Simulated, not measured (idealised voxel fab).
Presented below is a process module, voxel self aligned vias.
Cross-section cut: width 170 nm, square cells of 5 nm.
Cross-sections here: square-cell grids, written as top-down lists of bands, a band being one or more rows of cells. Each band's line starts with the height of the band's top and of its bottom, in nm. Then come its materials from left to right, each with its width in nm. One material with "everywhere" fills the band from edge to edge. "blank" is empty space. Heights from 0 (as-received wafer is one material below). Bottom band endless downward, as "0 -> down". Width "30..40": first value at the band's top row of cells, second value at its bottom row, equal change from row to row. Basically "same as before" means that step didn't change any cell in the cross-section. The entry titled "Completely sealed voids" provides the empty spaces that have no open way to the top, restricted to those of 8 cells or more. Each is presented as width x height at distance, the distance being measured from the left edge, with all three in nm. Heads up: the bit after the settings on a step's line is the simulator's remark on that step. overlay nm: where the mask lay relative to plan, measured to the right, on steps with a mask; negatives go left.

### These are the steps we planned for the process
step 1: RECEIVE with material Si
step 2: CONFORMAL_DEP with material SiO2, thk nm 15
step 3: CONFORMAL_DEP with material SiCN, thk nm 5
step 4: DIRECTIONAL_DEP with material SiO2, thk nm 30
step 5: MASKED_ETCH with tone open, mask id LINES, width nm 30, pitch nm 75, etch materials SiO2, depth nm 30, overlay nm 0
step 6: CONFORMAL_DEP with material TiN, thk nm 5
step 7: FILL_DEP with material W, thk nm 5
step 8: CMP with height nm 50
step 9: SELECTIVE_ETCH with etch materials W Ru TiN, depth nm 10
step 10: FILL_DEP with material SiN, thk nm 5
step 11: CMP with height nm 50
step 12: DIRECTIONAL_DEP with material SiO2, thk nm 20
step 13: PATTERN with tone open, mask id VIAS, material resist, width nm 50, pitch nm 75, thk nm 20, overlay nm 0
step 14: DIRECTIONAL_ETCH with etch materials SiO2, depth nm 20
step 15: DIRECTIONAL_ETCH with etch materials SiN, depth nm 10
step 16: STRIP with etch materials resist
step 17: CONFORMAL_DEP with material TiN, thk nm 5
step 18: FILL_DEP with material Cu, thk nm 5
step 19: CMP with height nm 70
step 20: CONFORMAL_DEP with material SiCN, thk nm 5

### First of the two wafers, run per plan

### Received-state cross-section, reflecting completion of step 1
0 -> down: Si everywhere
Completely sealed voids: none

### Step 2 done - wafer cross-section
15 -> 0: SiO2 everywhere
Note: structure below 0 unchanged.

### Step 3 done - wafer cross-section
20 -> 15: SiCN everywhere
Note: structure below 15 unchanged.

### Step 4 done - wafer cross-section
50 -> 20: SiO2 everywhere
Note: structure below 20 unchanged.

### Step 5 done - wafer cross-section
50 -> 20: 30 SiO2, then 30 blank, then 45 SiO2, then 30 blank, then 35 SiO2
Note: structure below 20 unchanged.

### Step 6 done - wafer cross-section
55 -> 50: 35 TiN, then 20 blank, then 55 TiN, then 20 blank, then 40 TiN
50 -> 25: 30 SiO2, then 5 TiN, then 20 blank, then 5 TiN, then 45 SiO2, then 5 TiN, then 20 blank, then 5 TiN, then 35 SiO2
25 -> 20: 30 SiO2, then 30 TiN, then 45 SiO2, then 30 TiN, then 35 SiO2
Note: structure below 20 unchanged.

### Step 7 done - wafer cross-section
60 -> 55: W everywhere
55 -> 50: 35 TiN, then 20 W, then 55 TiN, then 20 W, then 40 TiN
50 -> 25: 30 SiO2, then 5 TiN, then 20 W, then 5 TiN, then 45 SiO2, then 5 TiN, then 20 W, then 5 TiN, then 35 SiO2
Note: structure below 25 unchanged.

### Step 8 done - wafer cross-section
50 -> 25: 30 SiO2, then 5 TiN, then 20 W, then 5 TiN, then 45 SiO2, then 5 TiN, then 20 W, then 5 TiN, then 35 SiO2
Note: structure below 25 unchanged.

### Step 9 done - wafer cross-section
50 -> 40: 30 SiO2, then 30 blank, then 45 SiO2, then 30 blank, then 35 SiO2
Note: structure below 40 unchanged.

### Step 10 done - wafer cross-section
55 -> 50: SiN everywhere
50 -> 40: 30 SiO2, then 30 SiN, then 45 SiO2, then 30 SiN, then 35 SiO2
Note: structure below 40 unchanged.

### Step 11 done - wafer cross-section
50 -> 40: 30 SiO2, then 30 SiN, then 45 SiO2, then 30 SiN, then 35 SiO2
Note: structure below 40 unchanged.

### Step 12 done - wafer cross-section
70 -> 50: SiO2 everywhere
Note: structure below 50 unchanged.

### Step 13 done - wafer cross-section
90 -> 70: 20 resist, then 50 blank, then 25 resist, then 50 blank, then 25 resist
Note: structure below 70 unchanged.

### Step 14 done - wafer cross-section
90 -> 70: 20 resist, then 50 blank, then 25 resist, then 50 blank, then 25 resist
70 -> 50: 20 SiO2, then 50 blank, then 25 SiO2, then 50 blank, then 25 SiO2
Note: structure below 50 unchanged.

### Step 15 done - wafer cross-section
90 -> 70: 20 resist, then 50 blank, then 25 resist, then 50 blank, then 25 resist
70 -> 50: 20 SiO2, then 50 blank, then 25 SiO2, then 50 blank, then 25 SiO2
50 -> 40: 30 SiO2, then 30 blank, then 45 SiO2, then 30 blank, then 35 SiO2
Note: structure below 40 unchanged.

### Step 16 done - wafer cross-section
70 -> 50: 20 SiO2, then 50 blank, then 25 SiO2, then 50 blank, then 25 SiO2
Note: structure below 50 unchanged.

### Step 17 done - wafer cross-section
75 -> 70: 25 TiN, then 40 blank, then 35 TiN, then 40 blank, then 30 TiN
70 -> 55: 20 SiO2, then 5 TiN, then 40 blank, then 5 TiN, then 25 SiO2, then 5 TiN, then 40 blank, then 5 TiN, then 25 SiO2
55 -> 45: 20..30 SiO2, then 15..5 TiN, then 20 blank, then 15..5 TiN, then 25..45 SiO2, then 15..5 TiN, then 20 blank, then 15..5 TiN, then 25..35 SiO2
45 -> 40: 30 SiO2, then 30 TiN, then 45 SiO2, then 30 TiN, then 35 SiO2
Note: structure below 40 unchanged.

### Step 18 done - wafer cross-section
80 -> 75: Cu everywhere
75 -> 70: 25 TiN, then 40 Cu, then 35 TiN, then 40 Cu, then 30 TiN
70 -> 55: 20 SiO2, then 5 TiN, then 40 Cu, then 5 TiN, then 25 SiO2, then 5 TiN, then 40 Cu, then 5 TiN, then 25 SiO2
55 -> 45: 20..30 SiO2, then 15..5 TiN, then 20 Cu, then 15..5 TiN, then 25..45 SiO2, then 15..5 TiN, then 20 Cu, then 15..5 TiN, then 25..35 SiO2
Note: structure below 45 unchanged.

### Step 19 done - wafer cross-section
70 -> 55: 20 SiO2, then 5 TiN, then 40 Cu, then 5 TiN, then 25 SiO2, then 5 TiN, then 40 Cu, then 5 TiN, then 25 SiO2
Note: structure below 55 unchanged.

### Step 20 done - wafer cross-section
75 -> 70: SiCN everywhere
Note: structure below 70 unchanged.

### Okay, second wafer. Nothing different at the start, nothing different in the plan, just one mistake somewhere in the running. As far as step 2, counting that step, it's the first wafer all over again

Cross-section: second wafer, time at which step 3 was scheduled to end: same as before

### Cross-section: second wafer, time at which step 4 was scheduled to end
45 -> 0: SiO2 everywhere
Note: structure below 0 unchanged.

### Cross-section: second wafer, time at which step 5 was scheduled to end
45 -> 15: 30 SiO2, then 30 blank, then 45 SiO2, then 30 blank, then 35 SiO2
Note: structure below 15 unchanged.

### Cross-section: second wafer, time at which step 6 was scheduled to end
50 -> 45: 35 TiN, then 20 blank, then 55 TiN, then 20 blank, then 40 TiN
45 -> 20: 30 SiO2, then 5 TiN, then 20 blank, then 5 TiN, then 45 SiO2, then 5 TiN, then 20 blank, then 5 TiN, then 35 SiO2
20 -> 15: 30 SiO2, then 30 TiN, then 45 SiO2, then 30 TiN, then 35 SiO2
Note: structure below 15 unchanged.

### Cross-section: second wafer, time at which step 7 was scheduled to end
55 -> 50: W everywhere
50 -> 45: 35 TiN, then 20 W, then 55 TiN, then 20 W, then 40 TiN
45 -> 20: 30 SiO2, then 5 TiN, then 20 W, then 5 TiN, then 45 SiO2, then 5 TiN, then 20 W, then 5 TiN, then 35 SiO2
Note: structure below 20 unchanged.

### Cross-section: second wafer, time at which step 8 was scheduled to end
50 -> 45: 35 TiN, then 20 W, then 55 TiN, then 20 W, then 40 TiN
Note: structure below 45 unchanged.

### Cross-section: second wafer, time at which step 9 was scheduled to end
45 -> 40: 30 SiO2, then 30 blank, then 45 SiO2, then 30 blank, then 35 SiO2
Note: structure below 40 unchanged.

### Cross-section: second wafer, time at which step 10 was scheduled to end
50 -> 45: SiN everywhere
45 -> 40: 30 SiO2, then 30 SiN, then 45 SiO2, then 30 SiN, then 35 SiO2
Note: structure below 40 unchanged.

Cross-section: second wafer, time at which step 11 was scheduled to end: same as before

### Cross-section: second wafer, time at which step 12 was scheduled to end
70 -> 50: SiO2 everywhere
Note: structure below 50 unchanged.

### Cross-section: second wafer, time at which step 13 was scheduled to end
90 -> 70: 20 resist, then 50 blank, then 25 resist, then 50 blank, then 25 resist
Note: structure below 70 unchanged.

### Cross-section: second wafer, time at which step 14 was scheduled to end
90 -> 70: 20 resist, then 50 blank, then 25 resist, then 50 blank, then 25 resist
70 -> 50: 20 SiO2, then 50 blank, then 25 SiO2, then 50 blank, then 25 SiO2
Note: structure below 50 unchanged.

### Cross-section: second wafer, time at which step 15 was scheduled to end
90 -> 70: 20 resist, then 50 blank, then 25 resist, then 50 blank, then 25 resist
70 -> 50: 20 SiO2, then 50 blank, then 25 SiO2, then 50 blank, then 25 SiO2
50 -> 45: 20 SiN, then 50 blank, then 25 SiN, then 50 blank, then 25 SiN
45 -> 40: 30 SiO2, then 30 blank, then 45 SiO2, then 30 blank, then 35 SiO2
Note: structure below 40 unchanged.

### Cross-section: second wafer, time at which step 16 was scheduled to end
70 -> 50: 20 SiO2, then 50 blank, then 25 SiO2, then 50 blank, then 25 SiO2
Note: structure below 50 unchanged.

### Cross-section: second wafer, time at which step 17 was scheduled to end
75 -> 70: 25 TiN, then 40 blank, then 35 TiN, then 40 blank, then 30 TiN
70 -> 50: 20 SiO2, then 5 TiN, then 40 blank, then 5 TiN, then 25 SiO2, then 5 TiN, then 40 blank, then 5 TiN, then 25 SiO2
50 -> 45: 20 SiN, then 15 TiN, then 20 blank, then 15 TiN, then 25 SiN, then 15 TiN, then 20 blank, then 15 TiN, then 25 SiN
45 -> 40: 30 SiO2, then 30 TiN, then 45 SiO2, then 30 TiN, then 35 SiO2
Note: structure below 40 unchanged.

### Cross-section: second wafer, time at which step 18 was scheduled to end
80 -> 75: Cu everywhere
75 -> 70: 25 TiN, then 40 Cu, then 35 TiN, then 40 Cu, then 30 TiN
70 -> 50: 20 SiO2, then 5 TiN, then 40 Cu, then 5 TiN, then 25 SiO2, then 5 TiN, then 40 Cu, then 5 TiN, then 25 SiO2
50 -> 45: 20 SiN, then 15 TiN, then 20 Cu, then 15 TiN, then 25 SiN, then 15 TiN, then 20 Cu, then 15 TiN, then 25 SiN
Note: structure below 45 unchanged.

### Cross-section: second wafer, time at which step 19 was scheduled to end
70 -> 50: 20 SiO2, then 5 TiN, then 40 Cu, then 5 TiN, then 25 SiO2, then 5 TiN, then 40 Cu, then 5 TiN, then 25 SiO2
Note: structure below 50 unchanged.

### Cross-section: second wafer, time at which step 20 was scheduled to end
75 -> 70: SiCN everywhere
Note: structure below 70 unchanged.
Against the plan, the run slipped here: plan step 3 skipped
Heads up, by the end the second wafer has more or fewer cells of some materials compared to the first: Cu: 8 more, SiCN: 34 fewer, SiN: 14 more, TiN: 4 more, W: 8 more
